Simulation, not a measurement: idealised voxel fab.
voxel ribs on slabs: a process module
The cross-section shown here is cut; it is 140 nm wide and divided into square cells measuring 5 nm on a side.
Just so we're on the same page, the cross-sections are grids of square cells, and they're listed out in bands top to bottom, each band one or more rows deep. Band entry format. Leading values: height of top, height of bottom, nm. Remainder: materials in left-to-right order, each with its width in nm. Special words: "full width" on a single material, which then fills the band edge to edge; "empty", empty space. The level at which height equals 0 is the one under which the wafer, as it arrives, is entirely one material. No lower edge exists for the bottom band, which continues downward and is notated as in "0 and below". You'd read "30 to 40" like this: the band's top row of cells is as wide as the first number, its bottom row is as wide as the second, and going down, every row changes width by the same amount as the row before did. Given "left unchanged" for a step, no cell of the cross-section differs between before and after that step. "Enclosed void inventory" enumerates empty spaces isolated from the top, with no open way to it, that contain at least 8 cells, giving each as width x height at distance from the left edge, all three in nm. Whatever follows a step's settings on its line is a remark the simulator itself makes about that step. "overlay nm" answers the question of how far to the right of plan the mask lay on a step that has a mask, and when it is negative the answer is to the left.
Plan:
| 1 | RECEIVE with material Si |
| 2 | DIRECTIONAL_DEP with material SiO2, thk nm 25 |
| 3 | DIRECTIONAL_DEP with material polySi, thk nm 15 |
| 4 | DIRECTIONAL_DEP with material aC, thk nm 10 |
| 5 | PATTERN with tone cover, mask id RIB, material resist, width nm 25, thk nm 30, overlay nm 0 |
| 6 | DIRECTIONAL_ETCH with etch materials aC, depth nm 10 |
| 7 | STRIP with etch materials resist |
| 8 | DIRECTIONAL_ETCH with etch materials polySi, depth nm 10 |
| 9 | STRIP with etch materials aC |
| 10 | DIRECTIONAL_DEP with material aC, thk nm 10 |
| 11 | PATTERN with tone cover, mask id SLAB, material resist, width nm 65, thk nm 30, overlay nm 0 |
| 12 | DIRECTIONAL_ETCH with etch materials aC, depth nm 10 |
| 13 | STRIP with etch materials resist |
| 14 | DIRECTIONAL_ETCH with etch materials polySi, depth nm 5 |
| 15 | STRIP with etch materials aC |
| 16 | FILL_DEP with material SiO2, thk nm 25 |
| 17 | CMP with height nm 60 |
| 18 | DIRECTIONAL_DEP with material TiN, thk nm 10 |
| 19 | DIRECTIONAL_DEP with material aC, thk nm 10 |
| 20 | PATTERN with tone cover, mask id HEATER, material resist, width nm 35, thk nm 25, overlay nm 0 |
| 21 | DIRECTIONAL_ETCH with etch materials aC, depth nm 10 |
| 22 | STRIP with etch materials resist |
| 23 | DIRECTIONAL_ETCH with etch materials TiN, depth nm 10 |
| 24 | STRIP with etch materials aC |
| 25 | CONFORMAL_DEP with material SiO2, thk nm 10 |
The following pertains to the first of two wafers, which was processed as planned:
Cross-section of the wafer upon arrival, representing the state reached after step 1:
  0 and below  Si full width
  Enclosed void inventory: none
Cross-sectional representation of the wafer at the conclusion of step 2:
  25 down to 0  SiO2 full width
  Whatever lies below 0 is exactly as it was before.
Cross-sectional representation of the wafer at the conclusion of step 3:
  40 down to 25  polySi full width
  Whatever lies below 25 is exactly as it was before.
Cross-sectional representation of the wafer at the conclusion of step 4:
  50 down to 40  aC full width
  Whatever lies below 40 is exactly as it was before.
Cross-sectional representation of the wafer at the conclusion of step 5:
  80 down to 50  empty 55 nm; resist 25 nm; empty 60 nm
  Whatever lies below 50 is exactly as it was before.
Cross-sectional representation of the wafer at the conclusion of step 6:
  70 down to 50  empty 55 nm; resist 25 nm; empty 60 nm
  50 down to 40  empty 55 nm; aC 25 nm; empty 60 nm
  Whatever lies below 40 is exactly as it was before.
Cross-sectional representation of the wafer at the conclusion of step 7:
  50 down to 40  empty 55 nm; aC 25 nm; empty 60 nm
  Whatever lies below 40 is exactly as it was before.
Cross-sectional representation of the wafer at the conclusion of step 8:
  50 down to 40  empty 55 nm; aC 25 nm; empty 60 nm
  40 down to 30  empty 55 nm; polySi 25 nm; empty 60 nm
  Whatever lies below 30 is exactly as it was before.
Cross-sectional representation of the wafer at the conclusion of step 9:
  40 down to 30  empty 55 nm; polySi 25 nm; empty 60 nm
  Whatever lies below 30 is exactly as it was before.
Cross-sectional representation of the wafer at the conclusion of step 10:
  50 down to 40  empty 55 nm; aC 25 nm; empty 60 nm
  40 down to 30  aC 55 nm; polySi 25 nm; aC 60 nm
  Whatever lies below 30 is exactly as it was before.
Cross-sectional representation of the wafer at the conclusion of step 11:
  80 down to 50  empty 35 nm; resist 65 nm; empty 40 nm
  50 down to 40  empty 35 nm; resist 20 nm; aC 25 nm; resist 20 nm; empty 40 nm
  Whatever lies below 40 is exactly as it was before.
Cross-sectional representation of the wafer at the conclusion of step 12:
  70 down to 50  empty 35 nm; resist 65 nm; empty 40 nm
  50 down to 40  empty 35 nm; resist 20 nm; aC 25 nm; resist 20 nm; empty 40 nm
  40 down to 30  empty 35 nm; aC 20 nm; polySi 25 nm; aC 20 nm; empty 40 nm
  Whatever lies below 30 is exactly as it was before.
Cross-sectional representation of the wafer at the conclusion of step 13:
  50 down to 40  empty 55 nm; aC 25 nm; empty 60 nm
  Whatever lies below 40 is exactly as it was before.
Cross-sectional representation of the wafer at the conclusion of step 14:
  50 down to 40  empty 55 nm; aC 25 nm; empty 60 nm
  40 down to 30  empty 35 nm; aC 20 nm; polySi 25 nm; aC 20 nm; empty 40 nm
  30 down to 25  empty 35 nm; polySi 65 nm; empty 40 nm
  Whatever lies below 25 is exactly as it was before.
Cross-sectional representation of the wafer at the conclusion of step 15:
  40 down to 30  empty 55 nm; polySi 25 nm; empty 60 nm
  Whatever lies below 30 is exactly as it was before.
Cross-sectional representation of the wafer at the conclusion of step 16:
  65 down to 40  SiO2 full width
  40 down to 30  SiO2 55 nm; polySi 25 nm; SiO2 60 nm
  30 down to 25  SiO2 35 nm; polySi 65 nm; SiO2 40 nm
  Whatever lies below 25 is exactly as it was before.
Cross-sectional representation of the wafer at the conclusion of step 17:
  60 down to 40  SiO2 full width
  Whatever lies below 40 is exactly as it was before.
Cross-sectional representation of the wafer at the conclusion of step 18:
  70 down to 60  TiN full width
  Whatever lies below 60 is exactly as it was before.
Cross-sectional representation of the wafer at the conclusion of step 19:
  80 down to 70  aC full width
  Whatever lies below 70 is exactly as it was before.
Cross-sectional representation of the wafer at the conclusion of step 20:
  105 down to 80  empty 50 nm; resist 35 nm; empty 55 nm
  Whatever lies below 80 is exactly as it was before.
Cross-sectional representation of the wafer at the conclusion of step 21:
  95 down to 80  empty 50 nm; resist 35 nm; empty 55 nm
  80 down to 70  empty 50 nm; aC 35 nm; empty 55 nm
  Whatever lies below 70 is exactly as it was before.
Cross-sectional representation of the wafer at the conclusion of step 22:
  80 down to 70  empty 50 nm; aC 35 nm; empty 55 nm
  Whatever lies below 70 is exactly as it was before.
Cross-sectional representation of the wafer at the conclusion of step 23:
  80 down to 70  empty 50 nm; aC 35 nm; empty 55 nm
  70 down to 60  empty 50 nm; TiN 35 nm; empty 55 nm
  Whatever lies below 60 is exactly as it was before.
Cross-sectional representation of the wafer at the conclusion of step 24:
  70 down to 60  empty 50 nm; TiN 35 nm; empty 55 nm
  Whatever lies below 60 is exactly as it was before.
Cross-sectional representation of the wafer at the conclusion of step 25:
  80 down to 70  empty 40 nm; SiO2 55 nm; empty 45 nm
  70 down to 60  SiO2 50 nm; TiN 35 nm; SiO2 55 nm
  Whatever lies below 60 is exactly as it was before.
Second wafer, same starting conditions and recipe as the first, one mistake in executing it, nothing differs from the first up to and including step 19:
Second wafer cross-section, taken as of the time the plan sets for step 20 to be done:
  105 down to 80  empty 55 nm; resist 35 nm; empty 50 nm
  Whatever lies below 80 is exactly as it was before.
Second wafer cross-section, taken as of the time the plan sets for step 21 to be done:
  95 down to 80  empty 55 nm; resist 35 nm; empty 50 nm
  80 down to 70  empty 55 nm; aC 35 nm; empty 50 nm
  Whatever lies below 70 is exactly as it was before.
Second wafer cross-section, taken as of the time the plan sets for step 22 to be done:
  80 down to 70  empty 55 nm; aC 35 nm; empty 50 nm
  Whatever lies below 70 is exactly as it was before.
Second wafer cross-section, taken as of the time the plan sets for step 23 to be done:
  80 down to 70  empty 55 nm; aC 35 nm; empty 50 nm
  70 down to 60  empty 55 nm; TiN 35 nm; empty 50 nm
  Whatever lies below 60 is exactly as it was before.
Second wafer cross-section, taken as of the time the plan sets for step 24 to be done:
  70 down to 60  empty 55 nm; TiN 35 nm; empty 50 nm
  Whatever lies below 60 is exactly as it was before.
Second wafer cross-section, taken as of the time the plan sets for step 25 to be done:
  80 down to 70  empty 45 nm; SiO2 55 nm; empty 40 nm
  70 down to 60  SiO2 55 nm; TiN 35 nm; SiO2 50 nm
  Whatever lies below 60 is exactly as it was before.
Misprocessing identified: rather than as planned, step 20 actually ran as PATTERN with tone cover, mask id HEATER, material resist, width nm 35, thk nm 25, overlay nm 5
Matching per-material cell counts, mismatched positions: that is how the second wafer compares with the first at the end.
